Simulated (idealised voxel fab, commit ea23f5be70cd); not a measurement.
Title: Process Module voxel capacitor over wiring
Square cell edge 5 nm, section width 290 nm, ID cut.
Cross-section format: a grid of square cells, given as bands from top to bottom; each band is one or more rows of cells. Band: top height; bottom height; in nm. Then, left to right: material with width in nm, for each material. "throughout": a single material spanning edge to edge. "air": empty space. The level at which height equals 0 is the one under which the wafer, as it arrives, is entirely one material. No lower edge exists for the bottom band, which continues downward and is notated as in "0 down". A width given as "30->40" starts at the first number in the band's top row and ends at the second number in its bottom row, shifting by an equal amount at every step from row to row. Step marked "no alteration"? Then no cell in the cross-section changed in it. The entry titled "Closed void inventory" provides the empty spaces that have no open way to the top, restricted to those of 8 cells or more. Each is presented as width x height at distance, the distance being measured from the left edge, with all three in nm. Note: text after step settings on the step line = simulator remark on that step. Regarding "overlay nm": on a step with a mask, it is the distance the mask lay to the right of its planned place; a negative value places it to the left.

Planned step list for the process
1 RECEIVE: material Si
2 CONFORMAL_DEP: material SiO2, thk nm 10
3 CONFORMAL_DEP: material SiCN, thk nm 5
4 DIRECTIONAL_DEP: material SiO2, thk nm 25
5 PATTERN: tone open, mask id METAL_1, material resist, width nm 20, pitch nm 80, thk nm 15, overlay nm 0
6 DIRECTIONAL_ETCH: etch materials SiO2, depth nm 25
7 DIRECTIONAL_ETCH: etch materials SiCN, depth nm 5
8 STRIP: etch materials resist
9 CONFORMAL_DEP: material TiN, thk nm 5
10 FILL_DEP: material Cu, thk nm 10
11 CMP: height nm 40
12 CONFORMAL_DEP: material SiCN, thk nm 5
13 DIRECTIONAL_DEP: material lowk, thk nm 15
14 MASKED_ETCH: tone open, mask id PLUG_1, width nm 15, etch materials lowk, depth nm 15, overlay nm 0
15 MASKED_ETCH: tone open, mask id PLUG_1, width nm 15, etch materials SiCN, depth nm 5, overlay nm 0
16 CONFORMAL_DEP: material TiN, thk nm 5
17 FILL_DEP: material Cu, thk nm 10
18 CMP: height nm 60
19 DIRECTIONAL_DEP: material TiN, thk nm 10
20 DIRECTIONAL_DEP: material Al2O3, thk nm 5
21 DIRECTIONAL_DEP: material TiN, thk nm 5
22 DIRECTIONAL_DEP: material aC, thk nm 15
23 PATTERN: tone cover, mask id UPPER_PLATE, material resist, width nm 55, thk nm 35, overlay nm 0
24 DIRECTIONAL_ETCH: etch materials aC, depth nm 15
25 STRIP: etch materials resist
26 DIRECTIONAL_ETCH: etch materials TiN, depth nm 5
27 DIRECTIONAL_ETCH: etch materials Al2O3, depth nm 5
28 STRIP: etch materials aC
29 PATTERN: tone cover, mask id LOWER_PLATE, material resist, width nm 75, thk nm 20, overlay nm 0
30 DIRECTIONAL_ETCH: etch materials TiN, depth nm 10
31 STRIP: etch materials resist
32 FILL_DEP: material SiO2, thk nm 15
33 CMP: height nm 90
34 DIRECTIONAL_DEP: material aC, thk nm 10
35 PATTERN: tone open, mask id PLUG_2, material resist, width nm 15, thk nm 25, overlay nm 0
36 DIRECTIONAL_ETCH: etch materials aC, depth nm 10
37 STRIP: etch materials resist
38 DIRECTIONAL_ETCH: etch materials SiO2, depth nm 10
39 STRIP: etch materials aC
40 CONFORMAL_DEP: material TiN, thk nm 5
41 FILL_DEP: material Ru, thk nm 5
42 CMP: height nm 90
43 CONFORMAL_DEP: material SiN, thk nm 5
Be aware that, although all wafers share a common starting state, the width nm at step 23 differs among them, and the plan displays the first wafer's value.

Received condition of the first of several wafers, sectioned: post-step 1
* 0 down: Si throughout
* Closed void inventory: none

Gained (+) or lost (-) cells of each material since receipt, then closed voids: one row per wafer, at the end of the module
width nm 55; +11 Al2O3; +23 Cu; +1 Ru; +105 SiCN; +58 SiN; +656 SiO2; +83 TiN; +165 lowk; Closed void inventory: none
width nm 60; +12 Al2O3; +23 Cu; +1 Ru; +105 SiCN; +58 SiN; +654 SiO2; +84 TiN; +165 lowk; Closed void inventory: none
width nm 65; +13 Al2O3; +23 Cu; +1 Ru; +105 SiCN; +58 SiN; +652 SiO2; +85 TiN; +165 lowk; Closed void inventory: none
width nm 70; +14 Al2O3; +23 Cu; +1 Ru; +105 SiCN; +58 SiN; +650 SiO2; +86 TiN; +165 lowk; Closed void inventory: none
width nm 75; +15 Al2O3; +23 Cu; +1 Ru; +105 SiCN; +58 SiN; +648 SiO2; +87 TiN; +165 lowk; Closed void inventory: none
width nm 80; +16 Al2O3; +23 Cu; +1 Ru; +105 SiCN; +58 SiN; +645 SiO2; +89 TiN; +165 lowk; Closed void inventory: none
